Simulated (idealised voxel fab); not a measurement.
Proc. module: voxel self aligned vias
cross-section cut | 290 nm wide | cells 5 nm
Bands, listed from the top down, are how a cross-section gets written in this document; the cross-section itself is a grid of square cells, and a band is one or more rows of them.
The band entry comprises the height of the band's top followed by the height of its bottom, expressed in nm, and subsequently the band's materials from left to right, each stated together with its width in nm. Where a single material is marked with the word "throughout", that material fills the band from edge to edge. The word "air" represents empty space.
Height 0 is the level under which the wafer as received is all one material. The lowest band goes on downwards, as in "0..down".
Top row gets the first number, bottom row gets the second, and each row in between changes by the same step: that is how a band width like "30..40" works.
When a step is marked "nothing was modified", none of the cells in the cross-section changed during that step.
Empty spaces without an open route to the top, at least 8 cells in extent, make up the entry "Unvented cavities"; each is given as width x height at distance, where the distance is measured from the left edge, and all are in nm.
Text after the settings on a step's line: the simulator's own remark on that step.
A step's line can hold "overlay nm"; with a mask on that step, the setting says how far right of the planned place the mask lay, while a negative setting says it lay to the left.

PROCESS STEPS - PLAN
| 1 | op RECEIVE | material Si |
| 2 | op CONFORMAL_DEP | material SiO2 | thk nm 10 |
| 3 | op CONFORMAL_DEP | material SiCN | thk nm 5 |
| 4 | op DIRECTIONAL_DEP | material lowk | thk nm 30 |
| 5 | op DIRECTIONAL_DEP | material aC | thk nm 10 |
| 6 | op PATTERN | tone open | mask id LINES | material resist | width nm 30 | pitch nm 80 | thk nm 25 | overlay nm 0 |
| 7 | op DIRECTIONAL_ETCH | etch materials aC | depth nm 10 |
| 8 | op STRIP | etch materials resist |
| 9 | op DIRECTIONAL_ETCH | etch materials lowk | depth nm 30 |
| 10 | op STRIP | etch materials aC |
| 11 | op CONFORMAL_DEP | material TiN | thk nm 5 |
| 12 | op FILL_DEP | material Ru | thk nm 5 |
| 13 | op CMP | height nm 45 |
| 14 | op SELECTIVE_ETCH | etch materials W Ru TiN | depth nm 10 |
| 15 | op FILL_DEP | material SiN | thk nm 5 |
| 16 | op CMP | height nm 45 |
| 17 | op DIRECTIONAL_DEP | material lowk | thk nm 15 |
| 18 | op DIRECTIONAL_DEP | material aC | thk nm 15 |
| 19 | op PATTERN | tone open | mask id VIAS | material resist | width nm 50 | pitch nm 80 | thk nm 35 | overlay nm 0 |
| 20 | op DIRECTIONAL_ETCH | etch materials aC | depth nm 15 |
| 21 | op STRIP | etch materials resist |
| 22 | op DIRECTIONAL_ETCH | etch materials lowk | depth nm 15 |
| 23 | op DIRECTIONAL_ETCH | etch materials SiN | depth nm 10 |
| 24 | op STRIP | etch materials aC |
| 25 | op CONFORMAL_DEP | material TiN | thk nm 5 |
| 26 | op FILL_DEP | material Ru | thk nm 5 |
| 27 | op CMP | height nm 60 |
| 28 | op CONFORMAL_DEP | material SiCN | thk nm 5 |

AS RECEIVED, AFTER STEP 1
> 0..down: Si throughout
> Unvented cavities: none

WHAT THE WAFER LOOKS LIKE IN CROSS-SECTION AFTER THIS MODULE, WHEN IT STARTS AS SHOWN ABOVE AND FOLLOWS THE PLAN ABOVE BUT ONE MISTAKE IS MADE IN RUNNING IT
> 65..60: SiCN throughout
> 60..45: lowk (80)  TiN (5)  Ru (40)  TiN (5)  lowk (30)  TiN (5)  Ru (40)  TiN (5)  lowk (80)
> 45..40: SiN (80)  TiN (15)  Ru (20)  TiN (15)  SiN (30)  TiN (15)  Ru (20)  TiN (15)  SiN (80)
> 40..35: lowk (90)  TiN (30)  lowk (50)  TiN (30)  lowk (90)
> 35..15: lowk (90)  TiN (5)  Ru (20)  TiN (5)  lowk (50)  TiN (5)  Ru (20)  TiN (5)  lowk (90)
> 15..10: lowk (90)  TiN (30)  lowk (50)  TiN (30)  lowk (90)
> 10..0: SiO2 throughout
> 0..down: Si throughout
> Unvented cavities: none
So what did we get wrong on this run? heads up, step 3 of the plan was skipped and never actually ran
